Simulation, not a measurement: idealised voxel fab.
Process module under the name voxel wiring stack
Xsec cut, 240 nm wide, square cell size 5 nm.
Throughout this document, each cross-section is represented as a grid of square cells and is presented as a sequence of bands enumerated from the top downward, where a band comprises one or more rows of cells.
Read a band's entry like this: the first values are the height of its top and the height of its bottom in nm, and what follows is the sequence of materials from left to right, each with its width in nm. Note that "blank" is empty space, and that a single material marked "edge to edge" reaches across the band from edge to edge.
Height is counted from the level 0, under which the received wafer is composed throughout of one material. The lowest of the bands is not closed at the bottom but continues downward, in the notation "0..down".
With a width like "30->40", each row of cells in the band differs from the next by the same amount, the top row carrying the first number and the bottom row the second.
Basically "no modifications" means that step didn't change any cell in the cross-section.
In the "Closed empty spaces" entry, you get each enclosed empty space of 8 cells or more, one with no open way to the top, written width x height at distance, distance from the left edge, in nm.
Read whatever lies past the settings on a step's line as the simulator's own remark about the step.
Each step line may optionally specify "overlay nm", which for a step with a mask gives the rightward distance between the mask's planned place and where it lay, a negative value indicating the leftward direction.
# Set out below are the planned steps of the process
1,RECEIVE, material Si
2,CONFORMAL_DEP, material SiO2, thk nm 10
3,DIRECTIONAL_DEP, material TiN, thk nm 5
4,DIRECTIONAL_DEP, material Ru, thk nm 15
5,DIRECTIONAL_DEP, material aC, thk nm 10
6,PATTERN, tone cover, mask id METAL_1, material resist, width nm 20, pitch nm 50, thk nm 30, overlay nm 0
7,DIRECTIONAL_ETCH, etch materials aC, depth nm 10
8,STRIP, etch materials resist
9,DIRECTIONAL_ETCH, etch materials Ru, depth nm 15
10,DIRECTIONAL_ETCH, etch materials TiN, depth nm 5
11,STRIP, etch materials aC
12,CONFORMAL_DEP, material SiN, thk nm 5
13,FILL_DEP, material SiO2, thk nm 10
14,CMP, height nm 30
15,CONFORMAL_DEP, material SiCN, thk nm 5
16,DIRECTIONAL_DEP, material lowk, thk nm 10
17,PATTERN, tone open, mask id PLUG_1, material resist, width nm 15, pitch nm 50, thk nm 15, overlay nm 0
18,DIRECTIONAL_ETCH, etch materials lowk, depth nm 10
19,DIRECTIONAL_ETCH, etch materials SiCN, depth nm 5
20,STRIP, etch materials resist
21,EPI, material Ru, thk nm 10
22,EPI, material Ru, thk nm 5
23,CONFORMAL_DEP, material SiN, thk nm 5
24,DIRECTIONAL_DEP, material SiO2, thk nm 20
25,PATTERN, tone open, mask id METAL_2, material resist, width nm 20, pitch nm 50, thk nm 15, overlay nm 0
26,DIRECTIONAL_ETCH, etch materials SiO2, depth nm 20
27,DIRECTIONAL_ETCH, etch materials SiN, depth nm 5
28,STRIP, etch materials resist
29,CONFORMAL_DEP, material TiN, thk nm 5
30,FILL_DEP, material Cu, thk nm 5
31,CMP, height nm 70
32,EPI, material Ru, thk nm 5
33,FILL_DEP, material SiCN, thk nm 5
34,DIRECTIONAL_DEP, material SiO2, thk nm 15
35,MASKED_ETCH, tone open, mask id PLUG_2, width nm 15, pitch nm 50, etch materials SiO2, depth nm 15, overlay nm 0
36,MASKED_ETCH, tone open, mask id PLUG_2, width nm 15, pitch nm 50, etch materials SiCN, depth nm 5, overlay nm 0
37,EPI, material Ru, thk nm 10
38,EPI, material Ru, thk nm 10
39,DIRECTIONAL_DEP, material TiN, thk nm 5
40,DIRECTIONAL_DEP, material Ru, thk nm 25
41,MASKED_ETCH, tone cover, mask id METAL_3, width nm 20, pitch nm 50, etch materials Ru, depth nm 25, overlay nm 0
42,MASKED_ETCH, tone cover, mask id METAL_3, width nm 20, pitch nm 50, etch materials TiN, depth nm 5, overlay nm 0
43,FILL_DEP, material lowk, thk nm 5
44,CMP, height nm 125
45,CONFORMAL_DEP, material SiN, thk nm 5
# On the first of the two wafers: run conducted according to plan
# Cross-section of the wafer as it came to us, i.e., already through step 1
- 0..down | Si edge to edge
- Closed empty spaces: none
# Cross-sectional representation of the wafer at the conclusion of step 2
- 10..0 | SiO2 edge to edge
- Everything below 0 is unchanged.
# Cross-sectional representation of the wafer at the conclusion of step 3
- 15..10 | TiN edge to edge
- Everything below 10 is unchanged.
# Cross-sectional representation of the wafer at the conclusion of step 4
- 30..15 | Ru edge to edge
- Everything below 15 is unchanged.
# Cross-sectional representation of the wafer at the conclusion of step 5
- 40..30 | aC edge to edge
- Everything below 30 is unchanged.
# Cross-sectional representation of the wafer at the conclusion of step 6
- 70..40 | 60 blank  20 resist  30 blank  20 resist  30 blank  20 resist  60 blank
- Everything below 40 is unchanged.
# Cross-sectional representation of the wafer at the conclusion of step 7
- 60..40 | 60 blank  20 resist  30 blank  20 resist  30 blank  20 resist  60 blank
- 40..30 | 60 blank  20 aC  30 blank  20 aC  30 blank  20 aC  60 blank
- Everything below 30 is unchanged.
# Cross-sectional representation of the wafer at the conclusion of step 8
- 40..30 | 60 blank  20 aC  30 blank  20 aC  30 blank  20 aC  60 blank
- Everything below 30 is unchanged.
# Cross-sectional representation of the wafer at the conclusion of step 9
- 40..30 | 60 blank  20 aC  30 blank  20 aC  30 blank  20 aC  60 blank
- 30..15 | 60 blank  20 Ru  30 blank  20 Ru  30 blank  20 Ru  60 blank
- Everything below 15 is unchanged.
# Cross-sectional representation of the wafer at the conclusion of step 10
- 40..30 | 60 blank  20 aC  30 blank  20 aC  30 blank  20 aC  60 blank
- 30..15 | 60 blank  20 Ru  30 blank  20 Ru  30 blank  20 Ru  60 blank
- 15..10 | 60 blank  20 TiN  30 blank  20 TiN  30 blank  20 TiN  60 blank
- Everything below 10 is unchanged.
# Cross-sectional representation of the wafer at the conclusion of step 11
- 30..15 | 60 blank  20 Ru  30 blank  20 Ru  30 blank  20 Ru  60 blank
- Everything below 15 is unchanged.
# Cross-sectional representation of the wafer at the conclusion of step 12
- 35..30 | 55 blank  30 SiN  20 blank  30 SiN  20 blank  30 SiN  55 blank
- 30..15 | 55 blank  5 SiN  20 Ru  5 SiN  20 blank  5 SiN  20 Ru  5 SiN  20 blank  5 SiN  20 Ru  5 SiN  55 blank
- 15..10 | 60 SiN  20 TiN  30 SiN  20 TiN  30 SiN  20 TiN  60 SiN
- Everything below 10 is unchanged.
# Cross-sectional representation of the wafer at the conclusion of step 13
- 45..35 | SiO2 edge to edge
- 35..30 | 55 SiO2  30 SiN  20 SiO2  30 SiN  20 SiO2  30 SiN  55 SiO2
- 30..15 | 55 SiO2  5 SiN  20 Ru  5 SiN  20 SiO2  5 SiN  20 Ru  5 SiN  20 SiO2  5 SiN  20 Ru  5 SiN  55 SiO2
- Everything below 15 is unchanged.
# Cross-sectional representation of the wafer at the conclusion of step 14
- 30..15 | 55 SiO2  5 SiN  20 Ru  5 SiN  20 SiO2  5 SiN  20 Ru  5 SiN  20 SiO2  5 SiN  20 Ru  5 SiN  55 SiO2
- Everything below 15 is unchanged.
# Cross-sectional representation of the wafer at the conclusion of step 15
- 35..30 | SiCN edge to edge
- Everything below 30 is unchanged.
# Cross-sectional representation of the wafer at the conclusion of step 16
- 45..35 | lowk edge to edge
- Everything below 35 is unchanged.
# Cross-sectional representation of the wafer at the conclusion of step 17
- 60..45 | 60 resist  15 blank  35 resist  15 blank  35 resist  15 blank  65 resist
- Everything below 45 is unchanged.
# Cross-sectional representation of the wafer at the conclusion of step 18
- 60..45 | 60 resist  15 blank  35 resist  15 blank  35 resist  15 blank  65 resist
- 45..35 | 60 lowk  15 blank  35 lowk  15 blank  35 lowk  15 blank  65 lowk
- Everything below 35 is unchanged.
# Cross-sectional representation of the wafer at the conclusion of step 19
- 60..45 | 60 resist  15 blank  35 resist  15 blank  35 resist  15 blank  65 resist
- 45..35 | 60 lowk  15 blank  35 lowk  15 blank  35 lowk  15 blank  65 lowk
- 35..30 | 60 SiCN  15 blank  35 SiCN  15 blank  35 SiCN  15 blank  65 SiCN
- Everything below 30 is unchanged.
# Cross-sectional representation of the wafer at the conclusion of step 20
- 45..35 | 60 lowk  15 blank  35 lowk  15 blank  35 lowk  15 blank  65 lowk
- Everything below 35 is unchanged.
# Cross-sectional representation of the wafer at the conclusion of step 21
- 45..40 | 60 lowk  15 blank  35 lowk  15 blank  35 lowk  15 blank  65 lowk
- 40..35 | 60 lowk  15 Ru  35 lowk  15 Ru  35 lowk  15 Ru  65 lowk
- 35..30 | 60 SiCN  15 Ru  35 SiCN  15 Ru  35 SiCN  15 Ru  65 SiCN
- Everything below 30 is unchanged.
# Cross-sectional representation of the wafer at the conclusion of step 22
- 45..35 | 60 lowk  15 Ru  35 lowk  15 Ru  35 lowk  15 Ru  65 lowk
- Everything below 35 is unchanged.
# Cross-sectional representation of the wafer at the conclusion of step 23
- 50..45 | SiN edge to edge
- Everything below 45 is unchanged.
# Cross-sectional representation of the wafer at the conclusion of step 24
- 70..50 | SiO2 edge to edge
- Everything below 50 is unchanged.
# Cross-sectional representation of the wafer at the conclusion of step 25
- 85..70 | 60 resist  20 blank  30 resist  20 blank  30 resist  20 blank  60 resist
- Everything below 70 is unchanged.
# Cross-sectional representation of the wafer at the conclusion of step 26
- 85..70 | 60 resist  20 blank  30 resist  20 blank  30 resist  20 blank  60 resist
- 70..50 | 60 SiO2  20 blank  30 SiO2  20 blank  30 SiO2  20 blank  60 SiO2
- Everything below 50 is unchanged.
# Cross-sectional representation of the wafer at the conclusion of step 27
- 85..70 | 60 resist  20 blank  30 resist  20 blank  30 resist  20 blank  60 resist
- 70..50 | 60 SiO2  20 blank  30 SiO2  20 blank  30 SiO2  20 blank  60 SiO2
- 50..45 | 60 SiN  20 blank  30 SiN  20 blank  30 SiN  20 blank  60 SiN
- Everything below 45 is unchanged.
# Cross-sectional representation of the wafer at the conclusion of step 28
- 70..50 | 60 SiO2  20 blank  30 SiO2  20 blank  30 SiO2  20 blank  60 SiO2
- Everything below 50 is unchanged.
# Cross-sectional representation of the wafer at the conclusion of step 29
- 75..70 | 65 TiN  10 blank  40 TiN  10 blank  40 TiN  10 blank  65 TiN
- 70..50 | 60 SiO2  5 TiN  10 blank  5 TiN  30 SiO2  5 TiN  10 blank  5 TiN  30 SiO2  5 TiN  10 blank  5 TiN  60 SiO2
- 50..45 | 60 SiN  20 TiN  30 SiN  20 TiN  30 SiN  20 TiN  60 SiN
- Everything below 45 is unchanged.
# Cross-sectional representation of the wafer at the conclusion of step 30
- 80..75 | Cu edge to edge
- 75..70 | 65 TiN  10 Cu  40 TiN  10 Cu  40 TiN  10 Cu  65 TiN
- 70..50 | 60 SiO2  5 TiN  10 Cu  5 TiN  30 SiO2  5 TiN  10 Cu  5 TiN  30 SiO2  5 TiN  10 Cu  5 TiN  60 SiO2
- Everything below 50 is unchanged.
# Cross-sectional representation of the wafer at the conclusion of step 31
- 70..50 | 60 SiO2  5 TiN  10 Cu  5 TiN  30 SiO2  5 TiN  10 Cu  5 TiN  30 SiO2  5 TiN  10 Cu  5 TiN  60 SiO2
- Everything below 50 is unchanged.
# Cross-sectional representation of the wafer at the conclusion of step 32
- 75..70 | 55 blank  30 Ru  20 blank  30 Ru  20 blank  30 Ru  55 blank
- Everything below 70 is unchanged.
# Cross-sectional representation of the wafer at the conclusion of step 33
- 80..75 | SiCN edge to edge
- 75..70 | 55 SiCN  30 Ru  20 SiCN  30 Ru  20 SiCN  30 Ru  55 SiCN
- Everything below 70 is unchanged.
# Cross-sectional representation of the wafer at the conclusion of step 34
- 95..80 | SiO2 edge to edge
- Everything below 80 is unchanged.
# Cross-sectional representation of the wafer at the conclusion of step 35
- 95..80 | 60 SiO2  15 blank  35 SiO2  15 blank  35 SiO2  15 blank  65 SiO2
- Everything below 80 is unchanged.
# Cross-sectional representation of the wafer at the conclusion of step 36
- 95..80 | 60 SiO2  15 blank  35 SiO2  15 blank  35 SiO2  15 blank  65 SiO2
- 80..75 | 60 SiCN  15 blank  35 SiCN  15 blank  35 SiCN  15 blank  65 SiCN
- Everything below 75 is unchanged.
# Cross-sectional representation of the wafer at the conclusion of step 37
- 95..85 | 60 SiO2  15 blank  35 SiO2  15 blank  35 SiO2  15 blank  65 SiO2
- 85..80 | 60 SiO2  15 Ru  35 SiO2  15 Ru  35 SiO2  15 Ru  65 SiO2
- 80..70 | 60->55 SiCN  15->30 Ru  35->20 SiCN  15->30 Ru  35->20 SiCN  15->30 Ru  65->55 SiCN
- Everything below 70 is unchanged.
# Cross-sectional representation of the wafer at the conclusion of step 38
- 95..80 | 60 SiO2  15 Ru  35 SiO2  15 Ru  35 SiO2  15 Ru  65 SiO2
- Everything below 80 is unchanged.
# Cross-sectional representation of the wafer at the conclusion of step 39
- 100..95 | TiN edge to edge
- Everything below 95 is unchanged.
# Cross-sectional representation of the wafer at the conclusion of step 40
- 125..100 | Ru edge to edge
- Everything below 100 is unchanged.
# Cross-sectional representation of the wafer at the conclusion of step 41
- 125..100 | 60 blank  20 Ru  30 blank  20 Ru  30 blank  20 Ru  60 blank
- Everything below 100 is unchanged.
# Cross-sectional representation of the wafer at the conclusion of step 42
- 125..100 | 60 blank  20 Ru  30 blank  20 Ru  30 blank  20 Ru  60 blank
- 100..95 | 60 blank  20 TiN  30 blank  20 TiN  30 blank  20 TiN  60 blank
- Everything below 95 is unchanged.
# Cross-sectional representation of the wafer at the conclusion of step 43
- 130..125 | lowk edge to edge
- 125..100 | 60 lowk  20 Ru  30 lowk  20 Ru  30 lowk  20 Ru  60 lowk
- 100..95 | 60 lowk  20 TiN  30 lowk  20 TiN  30 lowk  20 TiN  60 lowk
- Everything below 95 is unchanged.
# Cross-sectional representation of the wafer at the conclusion of step 44
- 125..100 | 60 lowk  20 Ru  30 lowk  20 Ru  30 lowk  20 Ru  60 lowk
- Everything below 100 is unchanged.
# Cross-sectional representation of the wafer at the conclusion of step 45
- 130..125 | SiN edge to edge
- Everything below 125 is unchanged.
# The Second Wafer: Common Origin and Plan, One Mistake in Execution, Identical to the First Through Step 40
# Second wafer, sectioned view, at step 41's planned end time
- 125..100 | 65 blank  15 Ru  35 blank  15 Ru  35 blank  15 Ru  60 blank
- Everything below 100 is unchanged.
# Second wafer, sectioned view, at step 42's planned end time
- 125..100 | 65 blank  15 Ru  35 blank  15 Ru  35 blank  15 Ru  60 blank
- 100..95 | 60 blank  20 TiN  30 blank  20 TiN  30 blank  20 TiN  60 blank
- Everything below 95 is unchanged.
# Second wafer, sectioned view, at step 43's planned end time
- 130..125 | lowk edge to edge
- 125..100 | 65 lowk  15 Ru  35 lowk  15 Ru  35 lowk  15 Ru  60 lowk
- 100..95 | 60 lowk  20 TiN  30 lowk  20 TiN  30 lowk  20 TiN  60 lowk
- Everything below 95 is unchanged.
# Second wafer, sectioned view, at step 44's planned end time
- 125..100 | 65 lowk  15 Ru  35 lowk  15 Ru  35 lowk  15 Ru  60 lowk
- Everything below 100 is unchanged.
# Second wafer, sectioned view, at step 45's planned end time
- 130..125 | SiN edge to edge
- Everything below 125 is unchanged.
Plan not followed: heads up, step 41 didn't go per plan, it actually ran as MASKED_ETCH, tone cover, mask id METAL_3, width nm 15, pitch nm 50, etch materials Ru, depth nm 25, overlay nm 0
FYI, end of process, the second wafer has more or fewer cells of some materials than the first: Ru: 15 fewer, lowk: 15 more
